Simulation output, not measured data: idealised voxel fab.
process module | voxel lift off
cross-section cut | 210 nm wide | cells 5 nm
A cross-section is a grid of square cells, given in bands from the top down. A band is one or more rows of cells.
Each band's line starts with the height of the band's top and of its bottom, in nm. Then come its materials from left to right, each with its width in nm. One material with "throughout" fills the band from edge to edge. "air" is empty space.
Height 0 is the level under which the wafer as received is all one material. The lowest band goes on downwards, as in "0 down".
A width such as "30 to 40" changes by the same amount from each row of cells to the next, from the band's top row to its bottom row.
"no change" after a step means that no cell of the cross-section changed.
closed voids: empty space of 8 cells or more with no open way to the top, each as width x height at its distance from the left edge, in nm
after a step's settings: what the simulator itself notes on the step
overlay nm, on a step with a mask: how far to the right of its planned place the mask lay; to the left if negative
plan
1 op RECEIVE | material Si
2 op CONFORMAL_DEP | material Al2O3 | thk nm 15
3 op PATTERN | tone open | mask id LINES | material resist | width nm 30 | pitch nm 50 | thk nm 30 | overlay nm 0
4 op DIRECTIONAL_DEP | material Ru | thk nm 15
5 op STRIP | etch materials resist
6 op CONFORMAL_DEP | material SiO2 | thk nm 10
as received, after step 1
  0 down: Si throughout
  closed voids: none
a wafer at the end: this start, this plan, one mistake
  40 to 30: air 25 | SiO2 150 | air 35
  30 to 25: air 25 | SiO2 10 | Ru 30 | SiO2 20 | Ru 30 | SiO2 20 | Ru 30 | SiO2 10 | air 35
  25 to 15: SiO2 35 | Ru 30 | SiO2 20 | Ru 30 | SiO2 20 | Ru 30 | SiO2 45
  15 to 0: Al2O3 throughout
  0 down: Si throughout
  closed voids: none
what went wrong: step 3 ran as: op PATTERN | tone open | mask id LINES | material resist | width nm 30 | pitch nm 50 | thk nm 30 | overlay nm -5
